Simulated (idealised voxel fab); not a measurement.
A process module follows: voxel lift off.
Pictured: cross-section cut, 250 nm wide, on a grid of 5 nm square cells.
Heads up, the way a cross-section reads in here is a grid of square cells, handed over as bands from the top down, with every band being one or more rows of cells.
Heights first: top, then bottom, in nm. Then materials, left to right, each with a width in nm. "edge to edge" on a single material: fills the band edge to edge. "air": empty space.
Measure heights from 0. That's the level where, below it, the as-received wafer is all one material. The lowest band is bottomless and extends downward; write it as in "from 0 down".
The notation "30 to 40" denotes a width that varies across the rows of cells in the band, beginning at the first number in the top row, finishing at the second number in the bottom row, and changing by an identical amount from each row to the next.
Take "remained the same" at face value: in the step it is given for, the cross-section changed in none of its cells.
"Fully sealed cavities" means: voids of 8 cells or more that are shut off from the top with no open way through. Written width x height at distance, distance from the left edge, in nm.
Step line, after settings: the simulator's comment on this step.
overlay nm: mask right of planned place by this much (step with mask). Neg. = left.
These are the steps we planned for the process:
1. RECEIVE with material Si
2. CONFORMAL_DEP with material SiO2, thk nm 15
3. PATTERN with tone open, mask id LINES, material resist, width nm 30, pitch nm 55, thk nm 30, overlay nm -15
4. DIRECTIONAL_DEP with material Ru, thk nm 15
5. STRIP with etch materials resist
6. CONFORMAL_DEP with material SiO2, thk nm 10
The wafers in this document start out alike and differ in the overlay nm applied at step 3; the plan shows the value used for the first wafer.
First of several wafers (as received, post step 1), cross-sectional view:
	from 0 down  Si edge to edge
	Fully sealed cavities: none
End-of-module cross-section, first of several wafers, after last step 6:
	from 40 to 30  55 air, then 50 SiO2, then 5 air, then 50 SiO2, then 90 air
	from 30 to 25  55 air, then 10 SiO2, then 30 Ru, then 10 SiO2, then 5 air, then 10 SiO2, then 30 Ru, then 10 SiO2, then 90 air
	from 25 to 15  65 SiO2, then 30 Ru, then 25 SiO2, then 30 Ru, then 100 SiO2
	from 15 to 0  SiO2 edge to edge
	from 0 down  Si edge to edge
	Fully sealed cavities: none
So this is the cross-section on the last wafer at the end of the module:
	from 40 to 30  85 air, then 50 SiO2, then 5 air, then 50 SiO2, then 60 air
	from 30 to 25  85 air, then 10 SiO2, then 30 Ru, then 10 SiO2, then 5 air, then 10 SiO2, then 30 Ru, then 10 SiO2, then 60 air
	from 25 to 15  95 SiO2, then 30 Ru, then 25 SiO2, then 30 Ru, then 70 SiO2
	from 15 to 0  SiO2 edge to edge
	from 0 down  Si edge to edge
	Fully sealed cavities: none
Table: wafers, a row each; end-of-module cell change per material since receipt, gain (+), loss (-); then closed voids:
overlay nm -15; +36 Ru; +274 SiO2; Fully sealed cavities: none
overlay nm -10; +36 Ru; +274 SiO2; Fully sealed cavities: none
overlay nm -5; +36 Ru; +274 SiO2; Fully sealed cavities: none
overlay nm 0; +36 Ru; +274 SiO2; Fully sealed cavities: none
overlay nm 5; +36 Ru; +274 SiO2; Fully sealed cavities: none
overlay nm 10; +36 Ru; +274 SiO2; Fully sealed cavities: none
overlay nm 15; +36 Ru; +274 SiO2; Fully sealed cavities: none
